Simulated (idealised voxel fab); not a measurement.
Process module name: voxel double patterning
The figure presents cross-section cut, which has a width of 150 nm and is divided into square cells with an edge length of 5 nm.
This document writes a cross-section as a grid whose cells are square, and gives it as bands, listed from the top down; one or more rows of cells form a band.
It is stipulated that each band's entry specify, in nanometres, the height of the top of the band and then that of its bottom, followed by the materials of the band in left-to-right sequence, each together with its width in nanometres. A single material marked by the word "everywhere" is understood to fill the band from edge to edge; the word "empty" is understood to denote empty space.
Where do heights start? At 0: under that level the wafer as delivered is made of one material only. And the lowest band has no floor; it just carries on downward, as in "z 0 and below".
A two-number width, for instance "30..40", indicates that the width is equal to the first number in the top row of the band and to the second number in the bottom row, and that it changes by a constant amount per row of cells.
"all unchanged" -> step changed no cross-section cell.
You'll see "Enclosed void list" listing empty spaces that have no way open to the top, as long as they're 8 cells or more; the notation is width x height at distance, where the distance is from the left edge, and all of it is in nm.
Step line, after settings: the simulator's comment on this step.
overlay nm: mask right of planned place by this much (step with mask). Neg. = left.

### So here's the lineup of process steps we planned
1) RECEIVE | material Si
2) CONFORMAL_DEP | material SiN | thk nm 5
3) DIRECTIONAL_DEP | material SiO2 | thk nm 20
4) DIRECTIONAL_DEP | material SiCN | thk nm 5
5) DIRECTIONAL_DEP | material aC | thk nm 10
6) PATTERN | tone open | mask id FIRST | material resist | width nm 15 | pitch nm 50 | thk nm 25 | overlay nm 0
7) DIRECTIONAL_ETCH | etch materials aC | depth nm 10
8) STRIP | etch materials resist
9) DIRECTIONAL_ETCH | etch materials SiCN | depth nm 5
10) STRIP | etch materials aC
11) PATTERN | tone open | mask id SECOND | material resist | width nm 15 | pitch nm 50 | thk nm 15 | overlay nm 0
12) DIRECTIONAL_ETCH | etch materials SiCN | depth nm 5
13) STRIP | etch materials resist
14) DIRECTIONAL_ETCH | etch materials SiO2 | depth nm 20
15) STRIP | etch materials SiCN

### Cross-section of the incoming wafer, state after step 1
- z 0 and below | Si everywhere
- Enclosed void list: none

### a wafer at the end: this start, this plan, one mistake
- z 25 to 15 | 15 nm SiO2; 15 nm empty; 10 nm SiO2; 15 nm empty; 10 nm SiO2; 15 nm empty; 10 nm SiO2; 15 nm empty; 10 nm SiO2; 15 nm empty; 20 nm SiO2
- z 15 to 5 | SiO2 everywhere
- z 5 to 0 | SiN everywhere
- z 0 and below | Si everywhere
- Enclosed void list: none
In executing the process, a mistake was made relative to the plan: contrary to plan, step 14 was performed as DIRECTIONAL_ETCH | etch materials SiO2 | depth nm 10
